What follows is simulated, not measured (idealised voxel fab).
process module | voxel capacitor over wiring
cross-section cut | 225 nm wide | cells 5 nm
A cross-section is a grid of square cells, given in bands from the top down. A band is one or more rows of cells.
Each band's line starts with the height of the band's top and of its bottom, in nm. Then come its materials from left to right, each with its width in nm. One material with "throughout" fills the band from edge to edge. "air" is empty space.
Height 0 is the level under which the wafer as received is all one material. The lowest band goes on downwards, as in "0 down".
A width such as "30 to 40" changes by the same amount from each row of cells to the next, from the band's top row to its bottom row.
"no change" after a step means that no cell of the cross-section changed.
closed voids: empty space of 8 cells or more with no open way to the top, each as width x height at its distance from the left edge, in nm
after a step's settings: what the simulator itself notes on the step
overlay nm, on a step with a mask: how far to the right of its planned place the mask lay; to the left if negative
plan
1 op RECEIVE | material Si
2 op CONFORMAL_DEP | material SiO2 | thk nm 15
3 op DIRECTIONAL_DEP | material TiN | thk nm 5
4 op DIRECTIONAL_DEP | material W | thk nm 15
5 op DIRECTIONAL_DEP | material aC | thk nm 10
6 op PATTERN | tone cover | mask id METAL_1 | material resist | width nm 30 | pitch nm 95 | thk nm 30 | overlay nm 0
7 op DIRECTIONAL_ETCH | etch materials aC | depth nm 10
8 op STRIP | etch materials resist
9 op DIRECTIONAL_ETCH | etch materials W | depth nm 15
10 op DIRECTIONAL_ETCH | etch materials TiN | depth nm 5
11 op STRIP | etch materials aC
12 op CONFORMAL_DEP | material SiN | thk nm 5
13 op FILL_DEP | material lowk | thk nm 10
14 op CMP | height nm 35
15 op CONFORMAL_DEP | material SiCN | thk nm 5
16 op DIRECTIONAL_DEP | material SiO2 | thk nm 20
17 op PATTERN | tone open | mask id PLUG_1 | material resist | width nm 15 | thk nm 20 | overlay nm 0
18 op DIRECTIONAL_ETCH | etch materials SiO2 | depth nm 20
19 op DIRECTIONAL_ETCH | etch materials SiCN | depth nm 5
20 op STRIP | etch materials resist
21 op EPI | material Ru | thk nm 10
22 op EPI | material Ru | thk nm 10
23 op EPI | material Ru | thk nm 5
24 op DIRECTIONAL_DEP | material TiN | thk nm 5
25 op DIRECTIONAL_DEP | material Al2O3 | thk nm 5
26 op DIRECTIONAL_DEP | material TiN | thk nm 10
27 op PATTERN | tone cover | mask id UPPER_PLATE | material resist | width nm 70 | thk nm 20 | overlay nm 0
28 op DIRECTIONAL_ETCH | etch materials TiN | depth nm 10
29 op DIRECTIONAL_ETCH | etch materials Al2O3 | depth nm 5
30 op STRIP | etch materials resist
31 op PATTERN | tone cover | mask id LOWER_PLATE | material resist | width nm 80 | thk nm 15 | overlay nm 0
32 op DIRECTIONAL_ETCH | etch materials TiN | depth nm 5
33 op STRIP | etch materials resist
34 op FILL_DEP | material SiO2 | thk nm 20
35 op CMP | height nm 95
36 op MASKED_ETCH | tone open | mask id PLUG_2 | width nm 15 | etch materials SiO2 | depth nm 15 | overlay nm 0
37 op CONFORMAL_DEP | material TiN | thk nm 5
38 op FILL_DEP | material W | thk nm 10
39 op CMP | height nm 95
40 op CONFORMAL_DEP | material SiCN | thk nm 5
first wafer, as planned
as received, after step 1
  0 down: Si throughout
  closed voids: none
after step 2
  15 to 0: SiO2 throughout
  below 0: unchanged
after step 3
  20 to 15: TiN throughout
  below 15: unchanged
after step 4
  35 to 20: W throughout
  below 20: unchanged
after step 5
  45 to 35: aC throughout
  below 35: unchanged
after step 6
  75 to 45: air 50 | resist 30 | air 65 | resist 30 | air 50
  below 45: unchanged
after step 7
  65 to 45: air 50 | resist 30 | air 65 | resist 30 | air 50
  45 to 35: air 50 | aC 30 | air 65 | aC 30 | air 50
  below 35: unchanged
after step 8
  45 to 35: air 50 | aC 30 | air 65 | aC 30 | air 50
  below 35: unchanged
after step 9
  45 to 35: air 50 | aC 30 | air 65 | aC 30 | air 50
  35 to 20: air 50 | W 30 | air 65 | W 30 | air 50
  below 20: unchanged
after step 10
  45 to 35: air 50 | aC 30 | air 65 | aC 30 | air 50
  35 to 20: air 50 | W 30 | air 65 | W 30 | air 50
  20 to 15: air 50 | TiN 30 | air 65 | TiN 30 | air 50
  below 15: unchanged
after step 11
  35 to 20: air 50 | W 30 | air 65 | W 30 | air 50
  below 20: unchanged
after step 12
  40 to 35: air 45 | SiN 40 | air 55 | SiN 40 | air 45
  35 to 20: air 45 | SiN 5 | W 30 | SiN 5 | air 55 | SiN 5 | W 30 | SiN 5 | air 45
  20 to 15: SiN 50 | TiN 30 | SiN 65 | TiN 30 | SiN 50
  below 15: unchanged
after step 13
  50 to 40: lowk throughout
  40 to 35: lowk 45 | SiN 40 | lowk 55 | SiN 40 | lowk 45
  35 to 20: lowk 45 | SiN 5 | W 30 | SiN 5 | lowk 55 | SiN 5 | W 30 | SiN 5 | lowk 45
  below 20: unchanged
after step 14
  35 to 20: lowk 45 | SiN 5 | W 30 | SiN 5 | lowk 55 | SiN 5 | W 30 | SiN 5 | lowk 45
  below 20: unchanged
after step 15
  40 to 35: SiCN throughout
  below 35: unchanged
after step 16
  60 to 40: SiO2 throughout
  below 40: unchanged
after step 17
  80 to 60: resist 65 | air 15 | resist 145
  below 60: unchanged
after step 18
  80 to 60: resist 65 | air 15 | resist 145
  60 to 40: SiO2 65 | air 15 | SiO2 145
  below 40: unchanged
after step 19
  80 to 60: resist 65 | air 15 | resist 145
  60 to 40: SiO2 65 | air 15 | SiO2 145
  40 to 35: SiCN 65 | air 15 | SiCN 145
  below 35: unchanged
after step 20
  60 to 40: SiO2 65 | air 15 | SiO2 145
  below 40: unchanged
after step 21
  60 to 45: SiO2 65 | air 15 | SiO2 145
  45 to 40: SiO2 65 | Ru 15 | SiO2 145
  40 to 35: SiCN 65 | Ru 15 | SiCN 145
  below 35: unchanged
after step 22
  60 to 55: SiO2 65 | air 15 | SiO2 145
  55 to 40: SiO2 65 | Ru 15 | SiO2 145
  below 40: unchanged
after step 23
  60 to 40: SiO2 65 | Ru 15 | SiO2 145
  below 40: unchanged
after step 24
  65 to 60: TiN throughout
  below 60: unchanged
after step 25
  70 to 65: Al2O3 throughout
  below 65: unchanged
after step 26
  80 to 70: TiN throughout
  below 70: unchanged
after step 27
  100 to 80: air 65 | resist 70 | air 90
  below 80: unchanged
after step 28
  100 to 80: air 65 | resist 70 | air 90
  80 to 70: air 65 | TiN 70 | air 90
  below 70: unchanged
after step 29
  100 to 80: air 65 | resist 70 | air 90
  80 to 70: air 65 | TiN 70 | air 90
  70 to 65: air 65 | Al2O3 70 | air 90
  below 65: unchanged
after step 30
  80 to 70: air 65 | TiN 70 | air 90
  below 70: unchanged
after step 31
  95 to 80: air 60 | resist 80 | air 85
  80 to 70: air 60 | resist 5 | TiN 70 | resist 5 | air 85
  70 to 65: air 60 | resist 5 | Al2O3 70 | resist 5 | air 85
  below 65: unchanged
after step 32
  95 to 80: air 60 | resist 80 | air 85
  80 to 70: air 60 | resist 5 | TiN 70 | resist 5 | air 85
  70 to 65: air 60 | resist 5 | Al2O3 70 | resist 5 | air 85
  65 to 60: air 60 | TiN 80 | air 85
  below 60: unchanged
after step 33
  80 to 70: air 65 | TiN 70 | air 90
  70 to 65: air 65 | Al2O3 70 | air 90
  below 65: unchanged
after step 34
  100 to 80: SiO2 throughout
  80 to 70: SiO2 65 | TiN 70 | SiO2 90
  70 to 65: SiO2 65 | Al2O3 70 | SiO2 90
  65 to 60: SiO2 60 | TiN 80 | SiO2 85
  below 60: unchanged
after step 35
  95 to 80: SiO2 throughout
  below 80: unchanged
after step 36
  95 to 80: SiO2 75 | air 15 | SiO2 135
  below 80: unchanged
after step 37
  100 to 95: TiN 80 | air 5 | TiN 140
  95 to 85: SiO2 75 | TiN 5 | air 5 | TiN 5 | SiO2 135
  85 to 80: SiO2 75 | TiN 15 | SiO2 135
  below 80: unchanged
after step 38
  110 to 100: W throughout
  100 to 95: TiN 80 | W 5 | TiN 140
  95 to 85: SiO2 75 | TiN 5 | W 5 | TiN 5 | SiO2 135
  below 85: unchanged
after step 39
  95 to 85: SiO2 75 | TiN 5 | W 5 | TiN 5 | SiO2 135
  below 85: unchanged
after step 40
  100 to 95: SiCN throughout
  below 95: unchanged
second wafer: like start, like plan, one mistake. Through step 1 it matches the first wafer
when step 2 should have ended
  5 to 0: TiN throughout
  below 0: unchanged
when step 3 should have ended
  20 to 5: SiO2 throughout
  below 5: unchanged
when step 4 should have ended
  35 to 20: W throughout
  below 20: unchanged
when step 5 should have ended
  45 to 35: aC throughout
  below 35: unchanged
when step 6 should have ended
  75 to 45: air 50 | resist 30 | air 65 | resist 30 | air 50
  below 45: unchanged
when step 7 should have ended
  65 to 45: air 50 | resist 30 | air 65 | resist 30 | air 50
  45 to 35: air 50 | aC 30 | air 65 | aC 30 | air 50
  below 35: unchanged
when step 8 should have ended
  45 to 35: air 50 | aC 30 | air 65 | aC 30 | air 50
  below 35: unchanged
when step 9 should have ended
  45 to 35: air 50 | aC 30 | air 65 | aC 30 | air 50
  35 to 20: air 50 | W 30 | air 65 | W 30 | air 50
  below 20: unchanged
when step 10 should have ended: no change
when step 11 should have ended
  35 to 20: air 50 | W 30 | air 65 | W 30 | air 50
  below 20: unchanged
when step 12 should have ended
  40 to 35: air 45 | SiN 40 | air 55 | SiN 40 | air 45
  35 to 25: air 45 | SiN 5 | W 30 | SiN 5 | air 55 | SiN 5 | W 30 | SiN 5 | air 45
  25 to 20: SiN 50 | W 30 | SiN 65 | W 30 | SiN 50
  below 20: unchanged
when step 13 should have ended
  50 to 40: lowk throughout
  40 to 35: lowk 45 | SiN 40 | lowk 55 | SiN 40 | lowk 45
  35 to 25: lowk 45 | SiN 5 | W 30 | SiN 5 | lowk 55 | SiN 5 | W 30 | SiN 5 | lowk 45
  below 25: unchanged
when step 14 should have ended
  35 to 25: lowk 45 | SiN 5 | W 30 | SiN 5 | lowk 55 | SiN 5 | W 30 | SiN 5 | lowk 45
  below 25: unchanged
when step 15 should have ended
  40 to 35: SiCN throughout
  below 35: unchanged
when step 16 should have ended
  60 to 40: SiO2 throughout
  below 40: unchanged
when step 17 should have ended
  80 to 60: resist 65 | air 15 | resist 145
  below 60: unchanged
when step 18 should have ended
  80 to 60: resist 65 | air 15 | resist 145
  60 to 40: SiO2 65 | air 15 | SiO2 145
  below 40: unchanged
when step 19 should have ended
  80 to 60: resist 65 | air 15 | resist 145
  60 to 40: SiO2 65 | air 15 | SiO2 145
  40 to 35: SiCN 65 | air 15 | SiCN 145
  below 35: unchanged
when step 20 should have ended
  60 to 40: SiO2 65 | air 15 | SiO2 145
  below 40: unchanged
when step 21 should have ended
  60 to 45: SiO2 65 | air 15 | SiO2 145
  45 to 40: SiO2 65 | Ru 15 | SiO2 145
  40 to 35: SiCN 65 | Ru 15 | SiCN 145
  below 35: unchanged
when step 22 should have ended
  60 to 55: SiO2 65 | air 15 | SiO2 145
  55 to 40: SiO2 65 | Ru 15 | SiO2 145
  below 40: unchanged
when step 23 should have ended
  60 to 40: SiO2 65 | Ru 15 | SiO2 145
  below 40: unchanged
when step 24 should have ended
  65 to 60: TiN throughout
  below 60: unchanged
when step 25 should have ended
  70 to 65: Al2O3 throughout
  below 65: unchanged
when step 26 should have ended
  80 to 70: TiN throughout
  below 70: unchanged
when step 27 should have ended
  100 to 80: air 65 | resist 70 | air 90
  below 80: unchanged
when step 28 should have ended
  100 to 80: air 65 | resist 70 | air 90
  80 to 70: air 65 | TiN 70 | air 90
  below 70: unchanged
when step 29 should have ended
  100 to 80: air 65 | resist 70 | air 90
  80 to 70: air 65 | TiN 70 | air 90
  70 to 65: air 65 | Al2O3 70 | air 90
  below 65: unchanged
when step 30 should have ended
  80 to 70: air 65 | TiN 70 | air 90
  below 70: unchanged
when step 31 should have ended
  95 to 80: air 60 | resist 80 | air 85
  80 to 70: air 60 | resist 5 | TiN 70 | resist 5 | air 85
  70 to 65: air 60 | resist 5 | Al2O3 70 | resist 5 | air 85
  below 65: unchanged
when step 32 should have ended
  95 to 80: air 60 | resist 80 | air 85
  80 to 70: air 60 | resist 5 | TiN 70 | resist 5 | air 85
  70 to 65: air 60 | resist 5 | Al2O3 70 | resist 5 | air 85
  65 to 60: air 60 | TiN 80 | air 85
  below 60: unchanged
when step 33 should have ended
  80 to 70: air 65 | TiN 70 | air 90
  70 to 65: air 65 | Al2O3 70 | air 90
  below 65: unchanged
when step 34 should have ended
  100 to 80: SiO2 throughout
  80 to 70: SiO2 65 | TiN 70 | SiO2 90
  70 to 65: SiO2 65 | Al2O3 70 | SiO2 90
  65 to 60: SiO2 60 | TiN 80 | SiO2 85
  below 60: unchanged
when step 35 should have ended
  95 to 80: SiO2 throughout
  below 80: unchanged
when step 36 should have ended
  95 to 80: SiO2 75 | air 15 | SiO2 135
  below 80: unchanged
when step 37 should have ended
  100 to 95: TiN 80 | air 5 | TiN 140
  95 to 85: SiO2 75 | TiN 5 | air 5 | TiN 5 | SiO2 135
  85 to 80: SiO2 75 | TiN 15 | SiO2 135
  below 80: unchanged
when step 38 should have ended
  110 to 100: W throughout
  100 to 95: TiN 80 | W 5 | TiN 140
  95 to 85: SiO2 75 | TiN 5 | W 5 | TiN 5 | SiO2 135
  below 85: unchanged
when step 39 should have ended
  95 to 85: SiO2 75 | TiN 5 | W 5 | TiN 5 | SiO2 135
  below 85: unchanged
when step 40 should have ended
  100 to 95: SiCN throughout
  below 95: unchanged
what went wrong: steps 2 and 3 were swapped
at the end the second wafer has, in cells: 4 fewer of SiN | 33 more of TiN | 29 fewer of lowk
